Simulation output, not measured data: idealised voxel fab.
The following is a process module called voxel self aligned vias.
We display cut, a cross-section 170 nm in width whose square cells are each 5 nm.
We lay out every cross-section as a grid of square cells and spell it out in bands from the top down, where one band means one or more rows of cells.
Top, bottom (nm), then materials left to right with widths (nm); lone material tagged "throughout" fills the whole band edge to edge; "empty" = empty space.
Heads up on the height convention: 0 is the point under which the incoming wafer is all one material, and the lowest band has no bottom, it just keeps going down, like "0 nm and below".
Width: "30..40" (first number = top row, second number = bottom row, same change from row to row of cells).
For the purposes of this document, the phrase "no modification" attached to a step denotes that no cell within the cross-section was modified by that step.
If an empty space has no open way to the top and is at least 8 cells in size, "Enclosed void list" lists it, written width x height at distance, where distance is measured from the left edge and every value is in nm.
The remark found on a step's line after its settings is issued by the simulator itself and pertains to that step.
"overlay nm" answers the question of how far to the right of plan the mask lay on a step that has a mask, and when it is negative the answer is to the left.

Process steps foreseen in the plan
1 op RECEIVE | material Si
2 op CONFORMAL_DEP | material SiO2 | thk nm 15
3 op CONFORMAL_DEP | material SiCN | thk nm 5
4 op DIRECTIONAL_DEP | material lowk | thk nm 30
5 op PATTERN | tone open | mask id LINES | material resist | width nm 25 | pitch nm 50 | thk nm 20 | overlay nm 0
6 op DIRECTIONAL_ETCH | etch materials lowk | depth nm 30
7 op STRIP | etch materials resist
8 op CONFORMAL_DEP | material TiN | thk nm 5
9 op FILL_DEP | material W | thk nm 5
10 op CMP | height nm 50
11 op SELECTIVE_ETCH | etch materials W Ru TiN | depth nm 5
12 op FILL_DEP | material SiN | thk nm 5
13 op CMP | height nm 50
14 op DIRECTIONAL_DEP | material lowk | thk nm 15
15 op MASKED_ETCH | tone open | mask id VIAS | width nm 35 | pitch nm 100 | etch materials lowk | depth nm 15 | overlay nm 0
16 op MASKED_ETCH | tone open | mask id VIAS | width nm 35 | pitch nm 100 | etch materials SiN | depth nm 5 | overlay nm 0
17 op CONFORMAL_DEP | material TiN | thk nm 5
18 op FILL_DEP | material W | thk nm 10
19 op CMP | height nm 65
20 op CONFORMAL_DEP | material SiN | thk nm 5

Shown in cross-section is the wafer as received, that is, as it stands after step 1
    0 nm and below  Si throughout
    Enclosed void list: none

The first of the two wafers as seen in cross-section once the module was finished; processing followed the plan
    70 nm to 65 nm  SiN throughout
    65 nm to 55 nm  15 nm lowk, 5 nm TiN, 25 nm W, 5 nm TiN, 65 nm lowk, 5 nm TiN, 25 nm W, 5 nm TiN, 20 nm lowk
    55 nm to 50 nm  15 nm lowk, 10 nm TiN, 15 nm W, 10 nm TiN, 65 nm lowk, 10 nm TiN, 15 nm W, 10 nm TiN, 20 nm lowk
    50 nm to 45 nm  20 nm lowk, 25 nm TiN, 25 nm lowk, 25 nm SiN, 25 nm lowk, 25 nm TiN, 25 nm lowk
    45 nm to 25 nm  20 nm lowk, 5 nm TiN, 15 nm W, 5 nm TiN, 25 nm lowk, 5 nm TiN, 15 nm W, 5 nm TiN, 25 nm lowk, 5 nm TiN, 15 nm W, 5 nm TiN, 25 nm lowk
    25 nm to 20 nm  20 nm lowk, 25 nm TiN, 25 nm lowk, 25 nm TiN, 25 nm lowk, 25 nm TiN, 25 nm lowk
    20 nm to 15 nm  SiCN throughout
    15 nm to 0 nm  SiO2 throughout
    0 nm and below  Si throughout
    Enclosed void list: none

Cross-section, second wafer: same start as the first, same plan as the first, one mistake in running it; taken at the end of the module
    85 nm to 80 nm  SiN throughout
    80 nm to 70 nm  W throughout
    70 nm to 65 nm  20 nm TiN, 25 nm W, 75 nm TiN, 25 nm W, 25 nm TiN
    65 nm to 55 nm  15 nm lowk, 5 nm TiN, 25 nm W, 5 nm TiN, 65 nm lowk, 5 nm TiN, 25 nm W, 5 nm TiN, 20 nm lowk
    55 nm to 50 nm  15 nm lowk, 10 nm TiN, 15 nm W, 10 nm TiN, 65 nm lowk, 10 nm TiN, 15 nm W, 10 nm TiN, 20 nm lowk
    50 nm to 45 nm  20 nm lowk, 25 nm TiN, 25 nm lowk, 25 nm SiN, 25 nm lowk, 25 nm TiN, 25 nm lowk
    45 nm to 25 nm  20 nm lowk, 5 nm TiN, 15 nm W, 5 nm TiN, 25 nm lowk, 5 nm TiN, 15 nm W, 5 nm TiN, 25 nm lowk, 5 nm TiN, 15 nm W, 5 nm TiN, 25 nm lowk
    25 nm to 20 nm  20 nm lowk, 25 nm TiN, 25 nm lowk, 25 nm TiN, 25 nm lowk, 25 nm TiN, 25 nm lowk
    20 nm to 15 nm  SiCN throughout
    15 nm to 0 nm  SiO2 throughout
    0 nm and below  Si throughout
    Enclosed void list: none
Run error: plan step 19 never ran because it was skipped
FYI, end of process, the second wafer has more or fewer cells of some materials than the first: TiN +24; W +78
